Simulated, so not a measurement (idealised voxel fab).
Process module in this document: voxel tone inversion
Each square cell in cross-section cut measures 5 nm, and the section as a whole is 165 nm wide.
Throughout this document, each cross-section is represented as a grid of square cells and is presented as a sequence of bands enumerated from the top downward, where a band comprises one or more rows of cells. It is stipulated that each band's entry specify, in nanometres, the height of the top of the band and then that of its bottom, followed by the materials of the band in left-to-right sequence, each together with its width in nanometres. A single material marked by the word "edge to edge" is understood to fill the band from edge to edge; the word "blank" is understood to denote empty space. Below 0: as-received wafer, all one material; heights counted from there. Lowest band: no bottom, goes on down, written "0 and below". When a width is written as two numbers, as in "30..40", the first number is the width in the top row of cells of the band and the second is the width in its bottom row, and the width changes by the same amount from each row to the next. No cell of the cross-section changed in a step that is given as "everything unchanged". Under "Entrapped void list" you'll find the enclosed gaps, the ones with no way out to the top, that are 8 cells or bigger; each reads width x height at distance, with distance counted from the left edge, everything in nm. It should be noted that, on the line of a given step, the content following the step's settings is a remark produced by the simulator itself with respect to that step. A step line may carry the setting "overlay nm", which, for steps involving a mask, states the distance by which the mask lay to the right of its intended position; negative values denote displacement to the left.
[plan]
- 1: RECEIVE [material Si]
- 2: CONFORMAL_DEP [material SiCN] [thk nm 10]
- 3: DIRECTIONAL_DEP [material aC] [thk nm 15]
- 4: PATTERN [tone cover] [mask id POSTS] [material resist] [width nm 15] [pitch nm 40] [thk nm 25] [overlay nm 0]
- 5: DIRECTIONAL_ETCH [etch materials aC] [depth nm 15]
- 6: STRIP [etch materials resist]
- 7: FILL_DEP [material lowk] [thk nm 10]
- 8: CMP [height nm 25]
- 9: STRIP [etch materials aC]
[As-received wafer cross-section (after step 1)]
> 0 and below  Si edge to edge
> Entrapped void list: none
[Here's the wafer cut in cross-section after the module, started and planned just like above, except one thing was done wrong in the run]
> 25 down to 15  lowk edge to edge
> 15 down to 0  55 of lowk; 15 of aC; 25 of lowk; 15 of aC; 55 of lowk
> 0 and below  Si edge to edge
> Entrapped void list: none
Heads up, the wafer didn't run the way we planned it: step 2 of the plan was omitted and not executed
